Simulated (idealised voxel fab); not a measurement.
process module | voxel wiring stack
cross-section cut | 170 nm wide | cells 5 nm
A cross-section is a grid of square cells, given in bands from the top down. A band is one or more rows of cells.
Each band's line starts with the height of the band's top and of its bottom, in nm. Then come its materials from left to right, each with its width in nm. One material with "throughout" fills the band from edge to edge. "air" is empty space.
Height 0 is the level under which the wafer as received is all one material. The lowest band goes on downwards, as in "0 down".
A width such as "30 to 40" changes by the same amount from each row of cells to the next, from the band's top row to its bottom row.
"no change" after a step means that no cell of the cross-section changed.
closed voids: empty space of 8 cells or more with no open way to the top, each as width x height at its distance from the left edge, in nm
after a step's settings: what the simulator itself notes on the step
overlay nm, on a step with a mask: how far to the right of its planned place the mask lay; to the left if negative
plan
1 op RECEIVE | material Si
2 op CONFORMAL_DEP | material SiO2 | thk nm 10
3 op DIRECTIONAL_DEP | material TiN | thk nm 5
4 op DIRECTIONAL_DEP | material Ru | thk nm 25
5 op PATTERN | tone cover | mask id METAL_1 | material resist | width nm 20 | pitch nm 45 | thk nm 20 | overlay nm 0
6 op DIRECTIONAL_ETCH | etch materials Ru | depth nm 25
7 op DIRECTIONAL_ETCH | etch materials TiN | depth nm 5
8 op STRIP | etch materials resist
9 op CONFORMAL_DEP | material SiN | thk nm 5
10 op FILL_DEP | material lowk | thk nm 10
11 op CMP | height nm 40
12 op CONFORMAL_DEP | material SiCN | thk nm 5
13 op DIRECTIONAL_DEP | material SiO2 | thk nm 10
14 op DIRECTIONAL_DEP | material aC | thk nm 10
15 op PATTERN | tone open | mask id PLUG_1 | material resist | width nm 15 | pitch nm 45 | thk nm 30 | overlay nm 0
16 op DIRECTIONAL_ETCH | etch materials aC | depth nm 10
17 op STRIP | etch materials resist
18 op DIRECTIONAL_ETCH | etch materials SiO2 | depth nm 10
19 op DIRECTIONAL_ETCH | etch materials SiCN | depth nm 5
20 op STRIP | etch materials aC
21 op CONFORMAL_DEP | material TiN | thk nm 5
22 op FILL_DEP | material Cu | thk nm 5
23 op CMP | height nm 55
24 op DIRECTIONAL_DEP | material TiN | thk nm 5
25 op DIRECTIONAL_DEP | material Ru | thk nm 20
26 op PATTERN | tone cover | mask id METAL_2 | material resist | width nm 20 | pitch nm 45 | thk nm 15 | overlay nm 0
27 op DIRECTIONAL_ETCH | etch materials Ru | depth nm 20
28 op DIRECTIONAL_ETCH | etch materials TiN | depth nm 5
29 op STRIP | etch materials resist
30 op FILL_DEP | material lowk | thk nm 5
31 op CMP | height nm 80
32 op CONFORMAL_DEP | material SiCN | thk nm 5
as received, after step 1
  0 down: Si throughout
  closed voids: none
a wafer at the end: this start, this plan, one mistake
  85 to 80: SiCN throughout
  80 to 60: lowk 50 | Ru 20 | lowk 25 | Ru 20 | lowk 55
  60 to 55: lowk 50 | TiN 20 | lowk 25 | TiN 20 | lowk 55
  55 to 50: SiO2 50 | TiN 5 | Cu 5 | TiN 5 | SiO2 30 | TiN 5 | Cu 5 | TiN 5 | SiO2 60
  50 to 45: SiO2 50 | TiN 15 | SiO2 30 | TiN 15 | SiO2 60
  45 to 40: SiO2 throughout
  40 to 15: lowk 45 | SiN 5 | Ru 20 | SiN 5 | lowk 15 | SiN 5 | Ru 20 | SiN 5 | lowk 50
  15 to 10: SiN 50 | TiN 20 | SiN 25 | TiN 20 | SiN 55
  10 to 0: SiO2 throughout
  0 down: Si throughout
  closed voids: none
what went wrong: step 12 ran as: op CONFORMAL_DEP | material SiO2 | thk nm 5
